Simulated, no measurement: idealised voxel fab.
Process module name: voxel gate over fins
It is cross-section cut that appears here, measuring 250 nm in width, its square cells being 5 nm in size.
If you're reading a cross-section in this doc, picture square cells in a grid; it comes to you as bands, top ones listed first down to the bottom, and a band can be one or more rows of cells. Within each band entry, the heights of the top and of the bottom of the band appear first, in that order and in nm; the materials of the band then follow from left to right, each with its corresponding width in nm. The designation "everywhere" on a single material indicates that it fills the band from edge to edge; the designation "air" indicates empty space. Below 0: as-received wafer, all one material; heights counted from there. Lowest band: no bottom, goes on down, written "z 0 and below". It should be noted that a width expressed as "30..40" varies in equal increments from row to row of cells within the band, taking the value of the first number at the top row and that of the second number at the bottom row. Take "remained unchanged" at face value: in the step it is given for, the cross-section changed in none of its cells. "Enclosed void listing" lists enclosed empty spaces (at least 8 cells, no open path upward to the top), each as width x height at distance from the left edge, in nm. Where a step's line continues beyond its settings, the continuation is a remark by the simulator itself on that step. Each step line may optionally specify "overlay nm", which for a step with a mask gives the rightward distance between the mask's planned place and where it lay, a negative value indicating the leftward direction. Note: before/after cross-section pairs follow, one process step per pair, after-side truncated at the lowest changed band, step and settings given beneath. Different runs of this module on the same starting wafer may supply the pairs; a pair continues the one above only where the "before" entry says so.

**before**
    z 15 to 10: SiO2 everywhere
    z 10 to 0: 100 nm SiO2 | 15 nm SiN | 35 nm SiO2 | 15 nm SiN | 85 nm SiO2
    z 0 to -25: 100 nm SiO2 | 15 nm Si | 35 nm SiO2 | 15 nm Si | 85 nm SiO2
    z -25 to -30: 100 nm SiO2 | 15 nm Si | 15 nm TiN | 20 nm SiO2 | 15 nm Si | 85 nm SiO2
    z -30 to -35: 100 nm SiO2 | 15 nm Si | 35 nm SiO2 | 15 nm Si | 85 nm SiO2
    z -35 and below: Si everywhere
    Enclosed void listing: none

**Step Outcome**
    z 10 to 0: 100 nm SiO2 | 15 nm SiN | 35 nm SiO2 | 15 nm SiN | 85 nm SiO2
    Below 0 it's all the same as before, nothing changed down there.
    Enclosed void listing: none
Going from the before section above to the after section, the step was CMP (height nm 10)

before: this step begins from the cross-section that the pair just above shows after its step.

**Step Outcome**
    z 10 to 0: 100 nm air | 15 nm SiN | 35 nm air | 15 nm SiN | 85 nm air
    z 0 to -15: 100 nm air | 15 nm Si | 35 nm air | 15 nm Si | 85 nm air
    Below -15 it's all the same as before, nothing changed down there.
    Enclosed void listing: none
Going from the before section above to the after section, the step was SELECTIVE_ETCH (etch materials SiO2; depth nm 25)

before: this step begins from the cross-section that the pair just above shows after its step.

**Step Outcome**
    z 0 to -15: 100 nm air | 15 nm Si | 35 nm air | 15 nm Si | 85 nm air
    Below -15 it's all the same as before, nothing changed down there.
    Enclosed void listing: none
Going from the before section above to the after section, the step was STRIP (etch materials SiN)

before: this step begins from the cross-section that the pair just above shows after its step.

**Step Outcome**
    z 5 to 0: 95 nm air | 25 nm HfO2 | 25 nm air | 25 nm HfO2 | 80 nm air
    z 0 to -10: 95 nm air | 5 nm HfO2 | 15 nm Si | 5 nm HfO2 | 25 nm air | 5 nm HfO2 | 15 nm Si | 5 nm HfO2 | 80 nm air
    z -10 to -15: 100 nm HfO2 | 15 nm Si | 35 nm HfO2 | 15 nm Si | 85 nm HfO2
    Below -15 it's all the same as before, nothing changed down there.
    Enclosed void listing: none
Going from the before section above to the after section, the step was CONFORMAL_DEP (material HfO2; thk nm 5)

before: this step begins from the cross-section that the pair just above shows after its step.

**Step Outcome**
    z 10 to 5: 90 nm air | 35 nm TiN | 15 nm air | 35 nm TiN | 75 nm air
    z 5 to 0: 90 nm air | 5 nm TiN | 25 nm HfO2 | 5 nm TiN | 15 nm air | 5 nm TiN | 25 nm HfO2 | 5 nm TiN | 75 nm air
    z 0 to -5: 90 nm air | 5 nm TiN | 5 nm HfO2 | 15 nm Si | 5 nm HfO2 | 5 nm TiN | 15 nm air | 5 nm TiN | 5 nm HfO2 | 15 nm Si | 5 nm HfO2 | 5 nm TiN | 75 nm air
    z -5 to -10: 95 nm TiN | 5 nm HfO2 | 15 nm Si | 5 nm HfO2 | 25 nm TiN | 5 nm HfO2 | 15 nm Si | 5 nm HfO2 | 80 nm TiN
    Below -10 it's all the same as before, nothing changed down there.
    Enclosed void listing: none
Going from the before section above to the after section, the step was CONFORMAL_DEP (material TiN; thk nm 5)

before: this step begins from the cross-section that the pair just above shows after its step.

**Step Outcome**
    z 15 to 10: 85 nm air | 45 nm TiAl | 5 nm air | 45 nm TiAl | 70 nm air
    z 10 to 5: 85 nm air | 5 nm TiAl | 35 nm TiN | 5 nm TiAl | 5 nm air | 5 nm TiAl | 35 nm TiN | 5 nm TiAl | 70 nm air
    z 5 to 0: 85 nm air | 5 nm TiAl | 5 nm TiN | 25 nm HfO2 | 5 nm TiN | 5 nm TiAl | 5 nm air | 5 nm TiAl | 5 nm TiN | 25 nm HfO2 | 5 nm TiN | 5 nm TiAl | 70 nm air
    z 0 to -5: 90 nm TiAl | 5 nm TiN | 5 nm HfO2 | 15 nm Si | 5 nm HfO2 | 5 nm TiN | 15 nm TiAl | 5 nm TiN | 5 nm HfO2 | 15 nm Si | 5 nm HfO2 | 5 nm TiN | 75 nm TiAl
    Below -5 it's all the same as before, nothing changed down there.
    Enclosed void listing: none
Going from the before section above to the after section, the step was CONFORMAL_DEP (material TiAl; thk nm 5)

before: this step begins from the cross-section that the pair just above shows after its step.

**Step Outcome**
    z 20 to 15: 80 nm air | 105 nm TiN | 65 nm air
    z 15 to 10: 80 nm air | 5 nm TiN | 45 nm TiAl | 5 nm TiN | 45 nm TiAl | 5 nm TiN | 65 nm air
    z 10 to 5: 80 nm air | 5 nm TiN | 5 nm TiAl | 35 nm TiN | 5 nm TiAl | 5 nm TiN | 5 nm TiAl | 35 nm TiN | 5 nm TiAl | 5 nm TiN | 65 nm air
    z 5 to 0: 85 nm TiN | 5 nm TiAl | 5 nm TiN | 25 nm HfO2 | 5 nm TiN | 5 nm TiAl | 5 nm TiN | 5 nm TiAl | 5 nm TiN | 25 nm HfO2 | 5 nm TiN | 5 nm TiAl | 70 nm TiN
    Below 0 it's all the same as before, nothing changed down there.
    Enclosed void listing: none
Going from the before section above to the after section, the step was CONFORMAL_DEP (material TiN; thk nm 5)

before: this step begins from the cross-section that the pair just above shows after its step.

**Step Outcome**
    z 30 to 20: W everywhere
    z 20 to 15: 80 nm W | 105 nm TiN | 65 nm W
    z 15 to 10: 80 nm W | 5 nm TiN | 45 nm TiAl | 5 nm TiN | 45 nm TiAl | 5 nm TiN | 65 nm W
    z 10 to 5: 80 nm W | 5 nm TiN | 5 nm TiAl | 35 nm TiN | 5 nm TiAl | 5 nm TiN | 5 nm TiAl | 35 nm TiN | 5 nm TiAl | 5 nm TiN | 65 nm W
    Below 5 it's all the same as before, nothing changed down there.
    Enclosed void listing: none
Going from the before section above to the after section, the step was FILL_DEP (material W; thk nm 10)

before: this step begins from the cross-section that the pair just above shows after its step.

**Step Outcome**
    z 25 to 20: W everywhere
    Below 20 it's all the same as before, nothing changed down there.
    Enclosed void listing: none
Going from the before section above to the after section, the step was CMP (height nm 25)

before: this step begins from the cross-section that the pair just above shows after its step.

**Step Outcome**
    z 30 to 25: SiCN everywhere
    Below 25 it's all the same as before, nothing changed down there.
    Enclosed void listing: none
Going from the before section above to the after section, the step was CONFORMAL_DEP (material SiCN; thk nm 5)

**before**
    z 25 to 20: W everywhere
    z 20 to 15: 70 nm W | 105 nm TiN | 75 nm W
    z 15 to 10: 70 nm W | 5 nm TiN | 45 nm TiAl | 5 nm TiN | 45 nm TiAl | 5 nm TiN | 75 nm W
    z 10 to 5: 70 nm W | 5 nm TiN | 5 nm TiAl | 35 nm TiN | 5 nm TiAl | 5 nm TiN | 5 nm TiAl | 35 nm TiN | 5 nm TiAl | 5 nm TiN | 75 nm W
    z 5 to 0: 75 nm TiN | 5 nm TiAl | 5 nm TiN | 25 nm HfO2 | 5 nm TiN | 5 nm TiAl | 5 nm TiN | 5 nm TiAl | 5 nm TiN | 25 nm HfO2 | 5 nm TiN | 5 nm TiAl | 80 nm TiN
    z 0 to -5: 80 nm TiAl | 5 nm TiN | 5 nm HfO2 | 15 nm Si | 5 nm HfO2 | 5 nm TiN | 15 nm TiAl | 5 nm TiN | 5 nm HfO2 | 15 nm Si | 5 nm HfO2 | 5 nm TiN | 85 nm TiAl
    z -5 to -10: 85 nm TiN | 5 nm HfO2 | 15 nm Si | 5 nm HfO2 | 25 nm TiN | 5 nm HfO2 | 15 nm Si | 5 nm HfO2 | 90 nm TiN
    z -10 to -15: 90 nm HfO2 | 15 nm Si | 35 nm HfO2 | 15 nm Si | 95 nm HfO2
    z -15 to -25: 90 nm SiO2 | 15 nm Si | 35 nm SiO2 | 15 nm Si | 95 nm SiO2
    z -25 to -30: 90 nm SiO2 | 15 nm Si | 10 nm SiO2 | 15 nm TiN | 10 nm SiO2 | 15 nm Si | 95 nm SiO2
    z -30 to -35: 90 nm SiO2 | 15 nm Si | 35 nm SiO2 | 15 nm Si | 95 nm SiO2
    z -35 and below: Si everywhere
    Enclosed void listing: none

**Step Outcome**
    z 30 to 25: HfO2 everywhere
    Below 25 it's all the same as before, nothing changed down there.
    Enclosed void listing: none
Going from the before section above to the after section, the step was CONFORMAL_DEP (material HfO2; thk nm 5)

**before**
    z 20 to 10: aC everywhere
    z 10 to 0: SiN everywhere
    z 0 and below: Si everywhere
    Enclosed void listing: none

**Step Outcome**
    z 45 to 20: 90 nm resist | 15 nm air | 35 nm resist | 15 nm air | 95 nm resist
    Below 20 it's all the same as before, nothing changed down there.
    Enclosed void listing: none
Going from the before section above to the after section, the step was PATTERN (tone open; mask id FINS; material resist; width nm 15; pitch nm 50; thk nm 25; overlay nm 0)

before: this step begins from the cross-section that the pair just above shows after its step.

**Step Outcome**
    z 35 to 20: 90 nm resist | 15 nm air | 35 nm resist | 15 nm air | 95 nm resist
    z 20 to 10: 90 nm aC | 15 nm air | 35 nm aC | 15 nm air | 95 nm aC
    Below 10 it's all the same as before, nothing changed down there.
    Enclosed void listing: none
Going from the before section above to the after section, the step was DIRECTIONAL_ETCH (etch materials aC; depth nm 10)

before: this step begins from the cross-section that the pair just above shows after its step.

**Step Outcome**
    z 20 to 10: 90 nm aC | 15 nm air | 35 nm aC | 15 nm air | 95 nm aC
    Below 10 it's all the same as before, nothing changed down there.
    Enclosed void listing: none
Going from the before section above to the after section, the step was STRIP (etch materials resist)

before: this step begins from the cross-section that the pair just above shows after its step.

**Step Outcome**
    z 20 to 10: 90 nm aC | 15 nm air | 35 nm aC | 15 nm air | 95 nm aC
    z 10 to 0: 90 nm SiN | 15 nm air | 35 nm SiN | 15 nm air | 95 nm SiN
    Below 0 it's all the same as before, nothing changed down there.
    Enclosed void listing: none
Going from the before section above to the after section, the step was DIRECTIONAL_ETCH (etch materials SiN; depth nm 10)

before: this step begins from the cross-section that the pair just above shows after its step.

**Step Outcome**
    z 20 to 10: 90 nm aC | 15 nm air | 35 nm aC | 15 nm air | 95 nm aC
    z 10 to 0: 90 nm SiN | 15 nm air | 35 nm SiN | 15 nm air | 95 nm SiN
    z 0 to -35: 90 nm Si | 15 nm air | 35 nm Si | 15 nm air | 95 nm Si
    Below -35 it's all the same as before, nothing changed down there.
    Enclosed void listing: none
Going from the before section above to the after section, the step was DIRECTIONAL_ETCH (etch materials Si; depth nm 35)

before: this step begins from the cross-section that the pair just above shows after its step.

**Step Outcome**
    z 10 to 0: 90 nm SiN | 15 nm air | 35 nm SiN | 15 nm air | 95 nm SiN
    Below 0 it's all the same as before, nothing changed down there.
    Enclosed void listing: none
Going from the before section above to the after section, the step was STRIP (etch materials aC)

before: this step begins from the cross-section that the pair just above shows after its step.

**Step Outcome**
    z 15 to 10: SiO2 everywhere
    z 10 to 0: 90 nm SiN | 15 nm SiO2 | 35 nm SiN | 15 nm SiO2 | 95 nm SiN
    z 0 to -35: 90 nm Si | 15 nm SiO2 | 35 nm Si | 15 nm SiO2 | 95 nm Si
    Below -35 it's all the same as before, nothing changed down there.
    Enclosed void listing: none
Going from the before section above to the after section, the step was FILL_DEP (material SiO2; thk nm 5)

before: this step begins from the cross-section that the pair just above shows after its step.

**Step Outcome**
    z 10 to 0: 90 nm SiN | 15 nm SiO2 | 35 nm SiN | 15 nm SiO2 | 95 nm SiN
    Below 0 it's all the same as before, nothing changed down there.
    Enclosed void listing: none
Going from the before section above to the after section, the step was CMP (height nm 10)

before: this step begins from the cross-section that the pair just above shows after its step.

**Step Outcome**
    z 15 to 10: TiN everywhere
    Below 10 it's all the same as before, nothing changed down there.
    Enclosed void listing: none
Going from the before section above to the after section, the step was CONFORMAL_DEP (material TiN; thk nm 5)

before: this step begins from the cross-section that the pair just above shows after its step.

**Step Outcome**
    z 25 to 15: Ru everywhere
    Below 15 it's all the same as before, nothing changed down there.
    Enclosed void listing: none
Going from the before section above to the after section, the step was FILL_DEP (material Ru; thk nm 10)

before: this step begins from the cross-section that the pair just above shows after its step.

**Step Outcome**
    z 10 to 0: 90 nm SiN | 15 nm SiO2 | 35 nm SiN | 15 nm SiO2 | 95 nm SiN
    Below 0 it's all the same as before, nothing changed down there.
    Enclosed void listing: none
Going from the before section above to the after section, the step was CMP (height nm 10)

before: this step begins from the cross-section that the pair just above shows after its step.

**Step Outcome**
    z 15 to 10: SiO2 everywhere
    Below 10 it's all the same as before, nothing changed down there.
    Enclosed void listing: none
Going from the before section above to the after section, the step was FILL_DEP (material SiO2; thk nm 5)

**before**
    z 10 to 0: 90 nm SiN | 15 nm SiO2 | 35 nm SiN | 15 nm SiO2 | 95 nm SiN
    z 0 to -35: 90 nm Si | 15 nm SiO2 | 35 nm Si | 15 nm SiO2 | 95 nm Si
    z -35 and below: Si everywhere
    Enclosed void listing: none

**Step Outcome**
    z 10 to 0: 90 nm SiN | 15 nm air | 35 nm SiN | 15 nm air | 95 nm SiN
    z 0 to -15: 90 nm Si | 15 nm air | 35 nm Si | 15 nm air | 95 nm Si
    Below -15 it's all the same as before, nothing changed down there.
    Enclosed void listing: none
Going from the before section above to the after section, the step was SELECTIVE_ETCH (etch materials SiO2; depth nm 25)

before: this step begins from the cross-section that the pair just above shows after its step.

**Step Outcome**
    z 0 to -15: 90 nm Si | 15 nm air | 35 nm Si | 15 nm air | 95 nm Si
    Below -15 it's all the same as before, nothing changed down there.
    Enclosed void listing: none
Going from the before section above to the after section, the step was STRIP (etch materials SiN)

before: this step begins from the cross-section that the pair just above shows after its step.

**Step Outcome**
    z 5 to 0: 95 nm HfO2 | 5 nm air | 45 nm HfO2 | 5 nm air | 100 nm HfO2
    z 0 to -10: 90 nm Si | 5 nm HfO2 | 5 nm air | 5 nm HfO2 | 35 nm Si | 5 nm HfO2 | 5 nm air | 5 nm HfO2 | 95 nm Si
    z -10 to -15: 90 nm Si | 15 nm HfO2 | 35 nm Si | 15 nm HfO2 | 95 nm Si
    Below -15 it's all the same as before, nothing changed down there.
    Enclosed void listing: none
Going from the before section above to the after section, the step was CONFORMAL_DEP (material HfO2; thk nm 5)

before: this step begins from the cross-section that the pair just above shows after its step.

**Step Outcome**
    z 10 to 5: TiN everywhere
    z 5 to 0: 95 nm HfO2 | 5 nm TiN | 45 nm HfO2 | 5 nm TiN | 100 nm HfO2
    z 0 to -10: 90 nm Si | 5 nm HfO2 | 5 nm TiN | 5 nm HfO2 | 35 nm Si | 5 nm HfO2 | 5 nm TiN | 5 nm HfO2 | 95 nm Si
    Below -10 it's all the same as before, nothing changed down there.
    Enclosed void listing: none
Going from the before section above to the after section, the step was CONFORMAL_DEP (material TiN; thk nm 5)

before: this step begins from the cross-section that the pair just above shows after its step.

**Step Outcome**
    z 15 to 10: TiAl everywhere
    Below 10 it's all the same as before, nothing changed down there.
    Enclosed void listing: none
Going from the before section above to the after section, the step was CONFORMAL_DEP (material TiAl; thk nm 5)

before: this step begins from the cross-section that the pair just above shows after its step.

**Step Outcome**
    z 20 to 15: TiN everywhere
    Below 15 it's all the same as before, nothing changed down there.
    Enclosed void listing: none
Going from the before section above to the after section, the step was CONFORMAL_DEP (material TiN; thk nm 5)

before: this step begins from the cross-section that the pair just above shows after its step.

**Step Outcome**
    z 30 to 20: W everywhere
    Below 20 it's all the same as before, nothing changed down there.
    Enclosed void listing: none
Going from the before section above to the after section, the step was FILL_DEP (material W; thk nm 10)

before: this step begins from the cross-section that the pair just above shows after its step.

**Step Outcome**
    z 25 to 20: W everywhere
    Below 20 it's all the same as before, nothing changed down there.
    Enclosed void listing: none
Going from the before section above to the after section, the step was CMP (height nm 25)

before: this step begins from the cross-section that the pair just above shows after its step.

**Step Outcome**
    z 30 to 25: SiCN everywhere
    Below 25 it's all the same as before, nothing changed down there.
    Enclosed void listing: none
Going from the before section above to the after section, the step was CONFORMAL_DEP (material SiCN; thk nm 5)
